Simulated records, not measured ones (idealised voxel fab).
The process module presented herein is designated voxel capacitor over wiring.
Pictured: cross-section cut, 245 nm wide, on a grid of 5 nm square cells.
Think of the cross-section as a grid of square cells. We describe it in bands, top to bottom, and each band covers one or more rows of those cells.
Basically the band line says how high the top is and how high the bottom is, in nm, and then what's in it from left to right, every material with its width in nm. Empty space shows up as "blank", and if a single material carries "all across" it runs the full band edge to edge.
Height reference: 0 = level under which incoming wafer is all one material. Lowest band: no bottom, runs on downward, e.g. "0 down".
Note: "30->40" means the width goes from the first number (top row of the band) to the second number (bottom row) in equal steps per row of cells.
You'll sometimes find "no modifications" written for a step, and that's the way of saying that nowhere in the cross-section did a cell change during that step.
In "Trapped voids" the enclosed voids are listed, meaning empty spaces of 8 cells or larger without any opening to the top. The form is width x height at distance, distance from the left edge, units nm.
Read whatever lies past the settings on a step's line as the simulator's own remark about the step.
"overlay nm" answers the question of how far to the right of plan the mask lay on a step that has a mask, and when it is negative the answer is to the left.

THE PROCESS STEPS THAT WERE PLANNED ARE LISTED BELOW
1,op RECEIVE | material Si
2,op CONFORMAL_DEP | material SiO2 | thk nm 10
3,op DIRECTIONAL_DEP | material TiN | thk nm 5
4,op DIRECTIONAL_DEP | material Ru | thk nm 15
5,op PATTERN | tone cover | mask id METAL_1 | material resist | width nm 20 | pitch nm 85 | thk nm 20 | overlay nm 0
6,op DIRECTIONAL_ETCH | etch materials Ru | depth nm 15
7,op DIRECTIONAL_ETCH | etch materials TiN | depth nm 5
8,op STRIP | etch materials resist
9,op CONFORMAL_DEP | material SiN | thk nm 5
10,op FILL_DEP | material SiO2 | thk nm 10
11,op CMP | height nm 30
12,op CONFORMAL_DEP | material SiCN | thk nm 5
13,op DIRECTIONAL_DEP | material SiO2 | thk nm 15
14,op DIRECTIONAL_DEP | material aC | thk nm 10
15,op PATTERN | tone open | mask id PLUG_1 | material resist | width nm 15 | thk nm 25 | overlay nm 0
16,op DIRECTIONAL_ETCH | etch materials aC | depth nm 10
17,op STRIP | etch materials resist
18,op DIRECTIONAL_ETCH | etch materials SiO2 | depth nm 15
19,op DIRECTIONAL_ETCH | etch materials SiCN | depth nm 5
20,op STRIP | etch materials aC
21,op EPI | material Ru | thk nm 10
22,op EPI | material Ru | thk nm 10
23,op DIRECTIONAL_DEP | material TiN | thk nm 10
24,op DIRECTIONAL_DEP | material SiN | thk nm 5
25,op DIRECTIONAL_DEP | material TiN | thk nm 10
26,op PATTERN | tone cover | mask id UPPER_PLATE | material resist | width nm 70 | thk nm 15 | overlay nm 0
27,op DIRECTIONAL_ETCH | etch materials TiN | depth nm 10
28,op DIRECTIONAL_ETCH | etch materials SiN | depth nm 5
29,op STRIP | etch materials resist
30,op PATTERN | tone cover | mask id LOWER_PLATE | material resist | width nm 80 | thk nm 15 | overlay nm 0
31,op DIRECTIONAL_ETCH | etch materials TiN | depth nm 10
32,op STRIP | etch materials resist
33,op FILL_DEP | material SiO2 | thk nm 20
34,op CMP | height nm 90
35,op PATTERN | tone open | mask id PLUG_2 | material resist | width nm 15 | thk nm 15 | overlay nm 0
36,op DIRECTIONAL_ETCH | etch materials SiO2 | depth nm 15
37,op STRIP | etch materials resist
38,op CONFORMAL_DEP | material TiN | thk nm 5
39,op FILL_DEP | material W | thk nm 10
40,op CMP | height nm 90
41,op CONFORMAL_DEP | material SiN | thk nm 5

FIRST OF TWO WAFERS, WITH THE RUN CARRIED OUT AS PLANNED

CROSS-SECTION OF THE WAFER UPON ARRIVAL, REPRESENTING THE STATE REACHED AFTER STEP 1
0 down | Si all across
Trapped voids: none

STEP 2 DONE - WAFER CROSS-SECTION
10 to 0 | SiO2 all across
At heights below 0, the structure remains unaltered.

STEP 3 DONE - WAFER CROSS-SECTION
15 to 10 | TiN all across
At heights below 10, the structure remains unaltered.

STEP 4 DONE - WAFER CROSS-SECTION
30 to 15 | Ru all across
At heights below 15, the structure remains unaltered.

STEP 5 DONE - WAFER CROSS-SECTION
50 to 30 | blank=70, resist=20, blank=65, resist=20, blank=70
At heights below 30, the structure remains unaltered.

STEP 6 DONE - WAFER CROSS-SECTION
50 to 30 | blank=70, resist=20, blank=65, resist=20, blank=70
30 to 15 | blank=70, Ru=20, blank=65, Ru=20, blank=70
At heights below 15, the structure remains unaltered.

STEP 7 DONE - WAFER CROSS-SECTION
50 to 30 | blank=70, resist=20, blank=65, resist=20, blank=70
30 to 15 | blank=70, Ru=20, blank=65, Ru=20, blank=70
15 to 10 | blank=70, TiN=20, blank=65, TiN=20, blank=70
At heights below 10, the structure remains unaltered.

STEP 8 DONE - WAFER CROSS-SECTION
30 to 15 | blank=70, Ru=20, blank=65, Ru=20, blank=70
At heights below 15, the structure remains unaltered.

STEP 9 DONE - WAFER CROSS-SECTION
35 to 30 | blank=65, SiN=30, blank=55, SiN=30, blank=65
30 to 15 | blank=65, SiN=5, Ru=20, SiN=5, blank=55, SiN=5, Ru=20, SiN=5, blank=65
15 to 10 | SiN=70, TiN=20, SiN=65, TiN=20, SiN=70
At heights below 10, the structure remains unaltered.

STEP 10 DONE - WAFER CROSS-SECTION
45 to 35 | SiO2 all across
35 to 30 | SiO2=65, SiN=30, SiO2=55, SiN=30, SiO2=65
30 to 15 | SiO2=65, SiN=5, Ru=20, SiN=5, SiO2=55, SiN=5, Ru=20, SiN=5, SiO2=65
At heights below 15, the structure remains unaltered.

STEP 11 DONE - WAFER CROSS-SECTION
30 to 15 | SiO2=65, SiN=5, Ru=20, SiN=5, SiO2=55, SiN=5, Ru=20, SiN=5, SiO2=65
At heights below 15, the structure remains unaltered.

STEP 12 DONE - WAFER CROSS-SECTION
35 to 30 | SiCN all across
At heights below 30, the structure remains unaltered.

STEP 13 DONE - WAFER CROSS-SECTION
50 to 35 | SiO2 all across
At heights below 35, the structure remains unaltered.

STEP 14 DONE - WAFER CROSS-SECTION
60 to 50 | aC all across
At heights below 50, the structure remains unaltered.

STEP 15 DONE - WAFER CROSS-SECTION
85 to 60 | resist=75, blank=15, resist=155
At heights below 60, the structure remains unaltered.

STEP 16 DONE - WAFER CROSS-SECTION
75 to 60 | resist=75, blank=15, resist=155
60 to 50 | aC=75, blank=15, aC=155
At heights below 50, the structure remains unaltered.

STEP 17 DONE - WAFER CROSS-SECTION
60 to 50 | aC=75, blank=15, aC=155
At heights below 50, the structure remains unaltered.

STEP 18 DONE - WAFER CROSS-SECTION
60 to 50 | aC=75, blank=15, aC=155
50 to 35 | SiO2=75, blank=15, SiO2=155
At heights below 35, the structure remains unaltered.

STEP 19 DONE - WAFER CROSS-SECTION
60 to 50 | aC=75, blank=15, aC=155
50 to 35 | SiO2=75, blank=15, SiO2=155
35 to 30 | SiCN=75, blank=15, SiCN=155
At heights below 30, the structure remains unaltered.

STEP 20 DONE - WAFER CROSS-SECTION
50 to 35 | SiO2=75, blank=15, SiO2=155
At heights below 35, the structure remains unaltered.

STEP 21 DONE - WAFER CROSS-SECTION
50 to 40 | SiO2=75, blank=15, SiO2=155
40 to 35 | SiO2=75, Ru=15, SiO2=155
35 to 30 | SiCN=75, Ru=15, SiCN=155
At heights below 30, the structure remains unaltered.

STEP 22 DONE - WAFER CROSS-SECTION
50 to 35 | SiO2=75, Ru=15, SiO2=155
At heights below 35, the structure remains unaltered.

STEP 23 DONE - WAFER CROSS-SECTION
60 to 50 | TiN all across
At heights below 50, the structure remains unaltered.

STEP 24 DONE - WAFER CROSS-SECTION
65 to 60 | SiN all across
At heights below 60, the structure remains unaltered.

STEP 25 DONE - WAFER CROSS-SECTION
75 to 65 | TiN all across
At heights below 65, the structure remains unaltered.

STEP 26 DONE - WAFER CROSS-SECTION
90 to 75 | blank=75, resist=70, blank=100
At heights below 75, the structure remains unaltered.

STEP 27 DONE - WAFER CROSS-SECTION
90 to 75 | blank=75, resist=70, blank=100
75 to 65 | blank=75, TiN=70, blank=100
At heights below 65, the structure remains unaltered.

STEP 28 DONE - WAFER CROSS-SECTION
90 to 75 | blank=75, resist=70, blank=100
75 to 65 | blank=75, TiN=70, blank=100
65 to 60 | blank=75, SiN=70, blank=100
At heights below 60, the structure remains unaltered.

STEP 29 DONE - WAFER CROSS-SECTION
75 to 65 | blank=75, TiN=70, blank=100
At heights below 65, the structure remains unaltered.

STEP 30 DONE - WAFER CROSS-SECTION
90 to 75 | blank=70, resist=80, blank=95
75 to 65 | blank=70, resist=5, TiN=70, resist=5, blank=95
65 to 60 | blank=70, resist=5, SiN=70, resist=5, blank=95
At heights below 60, the structure remains unaltered.

STEP 31 DONE - WAFER CROSS-SECTION
90 to 75 | blank=70, resist=80, blank=95
75 to 65 | blank=70, resist=5, TiN=70, resist=5, blank=95
65 to 60 | blank=70, resist=5, SiN=70, resist=5, blank=95
60 to 50 | blank=70, TiN=80, blank=95
At heights below 50, the structure remains unaltered.

STEP 32 DONE - WAFER CROSS-SECTION
75 to 65 | blank=75, TiN=70, blank=100
65 to 60 | blank=75, SiN=70, blank=100
At heights below 60, the structure remains unaltered.

STEP 33 DONE - WAFER CROSS-SECTION
95 to 75 | SiO2 all across
75 to 65 | SiO2=75, TiN=70, SiO2=100
65 to 60 | SiO2=75, SiN=70, SiO2=100
60 to 50 | SiO2=70, TiN=80, SiO2=95
At heights below 50, the structure remains unaltered.

STEP 34 DONE - WAFER CROSS-SECTION
90 to 75 | SiO2 all across
At heights below 75, the structure remains unaltered.

STEP 35 DONE - WAFER CROSS-SECTION
105 to 90 | resist=85, blank=15, resist=145
At heights below 90, the structure remains unaltered.

STEP 36 DONE - WAFER CROSS-SECTION
105 to 90 | resist=85, blank=15, resist=145
90 to 75 | SiO2=85, blank=15, SiO2=145
At heights below 75, the structure remains unaltered.

STEP 37 DONE - WAFER CROSS-SECTION
90 to 75 | SiO2=85, blank=15, SiO2=145
At heights below 75, the structure remains unaltered.

STEP 38 DONE - WAFER CROSS-SECTION
95 to 90 | TiN=90, blank=5, TiN=150
90 to 80 | SiO2=85, TiN=5, blank=5, TiN=5, SiO2=145
80 to 75 | SiO2=85, TiN=15, SiO2=145
At heights below 75, the structure remains unaltered.

STEP 39 DONE - WAFER CROSS-SECTION
105 to 95 | W all across
95 to 90 | TiN=90, W=5, TiN=150
90 to 80 | SiO2=85, TiN=5, W=5, TiN=5, SiO2=145
At heights below 80, the structure remains unaltered.

STEP 40 DONE - WAFER CROSS-SECTION
90 to 80 | SiO2=85, TiN=5, W=5, TiN=5, SiO2=145
At heights below 80, the structure remains unaltered.

STEP 41 DONE - WAFER CROSS-SECTION
95 to 90 | SiN all across
At heights below 90, the structure remains unaltered.

THE SECOND WAFER: IDENTICAL TO THE FIRST AT THE OUTSET AND IN ITS PLANNED SEQUENCE, DIFFERING ONLY IN THAT ONE MISTAKE WAS MADE DURING PROCESSING; UP TO AND INCLUDING STEP 14, ITS PATH IS THE FIRST WAFER'S PATH

AT THE PLANNED END OF STEP 15, THE SECOND WAFER IN CROSS-SECTION
85 to 60 | resist=75, blank=20, resist=150
At heights below 60, the structure remains unaltered.

AT THE PLANNED END OF STEP 16, THE SECOND WAFER IN CROSS-SECTION
75 to 60 | resist=75, blank=20, resist=150
60 to 50 | aC=75, blank=20, aC=150
At heights below 50, the structure remains unaltered.

AT THE PLANNED END OF STEP 17, THE SECOND WAFER IN CROSS-SECTION
60 to 50 | aC=75, blank=20, aC=150
At heights below 50, the structure remains unaltered.

AT THE PLANNED END OF STEP 18, THE SECOND WAFER IN CROSS-SECTION
60 to 50 | aC=75, blank=20, aC=150
50 to 35 | SiO2=75, blank=20, SiO2=150
At heights below 35, the structure remains unaltered.

AT THE PLANNED END OF STEP 19, THE SECOND WAFER IN CROSS-SECTION
60 to 50 | aC=75, blank=20, aC=150
50 to 35 | SiO2=75, blank=20, SiO2=150
35 to 30 | SiCN=75, blank=20, SiCN=150
At heights below 30, the structure remains unaltered.

AT THE PLANNED END OF STEP 20, THE SECOND WAFER IN CROSS-SECTION
50 to 35 | SiO2=75, blank=20, SiO2=150
At heights below 35, the structure remains unaltered.

AT THE PLANNED END OF STEP 21, THE SECOND WAFER IN CROSS-SECTION
50 to 40 | SiO2=75, blank=20, SiO2=150
40 to 35 | SiO2=75, Ru=20, SiO2=150
35 to 30 | SiCN=75, Ru=20, SiCN=150
At heights below 30, the structure remains unaltered.

AT THE PLANNED END OF STEP 22, THE SECOND WAFER IN CROSS-SECTION
50 to 35 | SiO2=75, Ru=20, SiO2=150
At heights below 35, the structure remains unaltered.

AT THE PLANNED END OF STEP 23, THE SECOND WAFER IN CROSS-SECTION
60 to 50 | TiN all across
At heights below 50, the structure remains unaltered.

AT THE PLANNED END OF STEP 24, THE SECOND WAFER IN CROSS-SECTION
65 to 60 | SiN all across
At heights below 60, the structure remains unaltered.

AT THE PLANNED END OF STEP 25, THE SECOND WAFER IN CROSS-SECTION
75 to 65 | TiN all across
At heights below 65, the structure remains unaltered.

AT THE PLANNED END OF STEP 26, THE SECOND WAFER IN CROSS-SECTION
90 to 75 | blank=75, resist=70, blank=100
At heights below 75, the structure remains unaltered.

AT THE PLANNED END OF STEP 27, THE SECOND WAFER IN CROSS-SECTION
90 to 75 | blank=75, resist=70, blank=100
75 to 65 | blank=75, TiN=70, blank=100
At heights below 65, the structure remains unaltered.

AT THE PLANNED END OF STEP 28, THE SECOND WAFER IN CROSS-SECTION
90 to 75 | blank=75, resist=70, blank=100
75 to 65 | blank=75, TiN=70, blank=100
65 to 60 | blank=75, SiN=70, blank=100
At heights below 60, the structure remains unaltered.

AT THE PLANNED END OF STEP 29, THE SECOND WAFER IN CROSS-SECTION
75 to 65 | blank=75, TiN=70, blank=100
At heights below 65, the structure remains unaltered.

AT THE PLANNED END OF STEP 30, THE SECOND WAFER IN CROSS-SECTION
90 to 75 | blank=70, resist=80, blank=95
75 to 65 | blank=70, resist=5, TiN=70, resist=5, blank=95
65 to 60 | blank=70, resist=5, SiN=70, resist=5, blank=95
At heights below 60, the structure remains unaltered.

AT THE PLANNED END OF STEP 31, THE SECOND WAFER IN CROSS-SECTION
90 to 75 | blank=70, resist=80, blank=95
75 to 65 | blank=70, resist=5, TiN=70, resist=5, blank=95
65 to 60 | blank=70, resist=5, SiN=70, resist=5, blank=95
60 to 50 | blank=70, TiN=80, blank=95
At heights below 50, the structure remains unaltered.

AT THE PLANNED END OF STEP 32, THE SECOND WAFER IN CROSS-SECTION
75 to 65 | blank=75, TiN=70, blank=100
65 to 60 | blank=75, SiN=70, blank=100
At heights below 60, the structure remains unaltered.

AT THE PLANNED END OF STEP 33, THE SECOND WAFER IN CROSS-SECTION
95 to 75 | SiO2 all across
75 to 65 | SiO2=75, TiN=70, SiO2=100
65 to 60 | SiO2=75, SiN=70, SiO2=100
60 to 50 | SiO2=70, TiN=80, SiO2=95
At heights below 50, the structure remains unaltered.

AT THE PLANNED END OF STEP 34, THE SECOND WAFER IN CROSS-SECTION
90 to 75 | SiO2 all across
At heights below 75, the structure remains unaltered.

AT THE PLANNED END OF STEP 35, THE SECOND WAFER IN CROSS-SECTION
105 to 90 | resist=85, blank=15, resist=145
At heights below 90, the structure remains unaltered.

AT THE PLANNED END OF STEP 36, THE SECOND WAFER IN CROSS-SECTION
105 to 90 | resist=85, blank=15, resist=145
90 to 75 | SiO2=85, blank=15, SiO2=145
At heights below 75, the structure remains unaltered.

AT THE PLANNED END OF STEP 37, THE SECOND WAFER IN CROSS-SECTION
90 to 75 | SiO2=85, blank=15, SiO2=145
At heights below 75, the structure remains unaltered.

AT THE PLANNED END OF STEP 38, THE SECOND WAFER IN CROSS-SECTION
95 to 90 | TiN=90, blank=5, TiN=150
90 to 80 | SiO2=85, TiN=5, blank=5, TiN=5, SiO2=145
80 to 75 | SiO2=85, TiN=15, SiO2=145
At heights below 75, the structure remains unaltered.

AT THE PLANNED END OF STEP 39, THE SECOND WAFER IN CROSS-SECTION
105 to 95 | W all across
95 to 90 | TiN=90, W=5, TiN=150
90 to 80 | SiO2=85, TiN=5, W=5, TiN=5, SiO2=145
At heights below 80, the structure remains unaltered.

AT THE PLANNED END OF STEP 40, THE SECOND WAFER IN CROSS-SECTION
90 to 80 | SiO2=85, TiN=5, W=5, TiN=5, SiO2=145
At heights below 80, the structure remains unaltered.

AT THE PLANNED END OF STEP 41, THE SECOND WAFER IN CROSS-SECTION
95 to 90 | SiN all across
At heights below 90, the structure remains unaltered.
Against the plan, the run slipped here: rather than as planned, step 15 actually ran as op PATTERN | tone open | mask id PLUG_1 | material resist | width nm 20 | thk nm 25 | overlay nm 0
Final tally in cells, some materials are higher or lower on the second wafer than on the first: Ru +4 | SiCN -1 | SiO2 -3
